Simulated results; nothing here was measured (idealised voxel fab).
Presented below is a process module, voxel air gaps.
cross-section cut | 295 nm wide | cells 5 nm
A cross-section is written here as square cells arranged in a grid, and it is given in bands from the top down, each band taking up one or more rows of cells.
This entry defines a band. It first specifies the height of the band's top and the height of its bottom in nm, and then specifies the band's materials from left to right, stating each material with its width in nm. The word "throughout" identifies a single material that fills the band from edge to edge, while the word "air" identifies empty space.
For the purposes of this specification, 0 denotes the height below which the wafer in its as-received condition is composed wholly of one material, and the lowermost band, lacking a lower limit, extends downward without end, as expressed in "top 0, no bottom".
So if you see something like "30->40" for the width, read it as the top row of the band sitting at the first number and the bottom row at the second, with every row in between moving by the same amount as the last.
Step marked "changes: none"? Then no cell in the cross-section changed in it.
In the "Enclosed void listing" entry, you get each enclosed empty space of 8 cells or more, one with no open way to the top, written width x height at distance, distance from the left edge, in nm.
It should be noted that, on the line of a given step, the content following the step's settings is a remark produced by the simulator itself with respect to that step.
You can add "overlay nm" to a step's line. For a step with a mask, it describes how far the mask lay to the right of its planned position, and a negative number describes a lay to the left.
So here's the lineup of process steps we planned:
1,RECEIVE with material Si
2,CONFORMAL_DEP with material SiO2, thk nm 15
3,CONFORMAL_DEP with material SiCN, thk nm 5
4,DIRECTIONAL_DEP with material SiO2, thk nm 40
5,DIRECTIONAL_DEP with material aC, thk nm 10
6,PATTERN with tone open, mask id LINES, material resist, width nm 15, pitch nm 45, thk nm 30, overlay nm 0
7,DIRECTIONAL_ETCH with etch materials aC, depth nm 10
8,STRIP with etch materials resist
9,DIRECTIONAL_ETCH with etch materials SiO2, depth nm 40
10,STRIP with etch materials aC
11,CONFORMAL_DEP with material TiN, thk nm 5
12,FILL_DEP with material W, thk nm 5
13,CMP with height nm 60
14,EPI with material Ru, thk nm 10
15,SELECTIVE_ETCH with etch materials SiO2, depth nm 50
16,CONFORMAL_DEP with material SiCN, thk nm 5
Cross-section of the incoming wafer, state after step 1:
- top 0, no bottom = Si throughout
- Enclosed void listing: none
End state of the module in cross-section, given the above starting point and plan and one mistake in execution:
- top 75, bottom 70 = air: 80  SiCN: 140  air: 75
- top 70, bottom 60 = air: 80  SiCN: 5  Ru: 40  SiCN: 5  Ru: 40  SiCN: 5  Ru: 40  SiCN: 5  air: 75
- top 60, bottom 55 = air: 80  SiCN: 15  TiN: 5  W: 10  TiN: 5  SiCN: 25  TiN: 5  W: 10  TiN: 5  SiCN: 25  TiN: 5  W: 10  TiN: 5  SiCN: 15  air: 75
- top 55, bottom 25 = air: 90  SiCN: 5  TiN: 5  W: 10  TiN: 5  SiCN: 5  air: 15  SiCN: 5  TiN: 5  W: 10  TiN: 5  SiCN: 5  air: 15  SiCN: 5  TiN: 5  W: 10  TiN: 5  SiCN: 5  air: 85
- top 25, bottom 20 = SiCN: 95  TiN: 20  SiCN: 25  TiN: 20  SiCN: 25  TiN: 20  SiCN: 90
- top 20, bottom 15 = SiCN throughout
- top 15, bottom 0 = SiO2 throughout
- top 0, no bottom = Si throughout
- Enclosed void listing: 15 x 30 at 120; 15 x 30 at 165
Against the plan, the run slipped here: for step 6, the planned setting was not used; the step was instead run as PATTERN with tone open, mask id LINES, material resist, width nm 20, pitch nm 45, thk nm 30, overlay nm 0
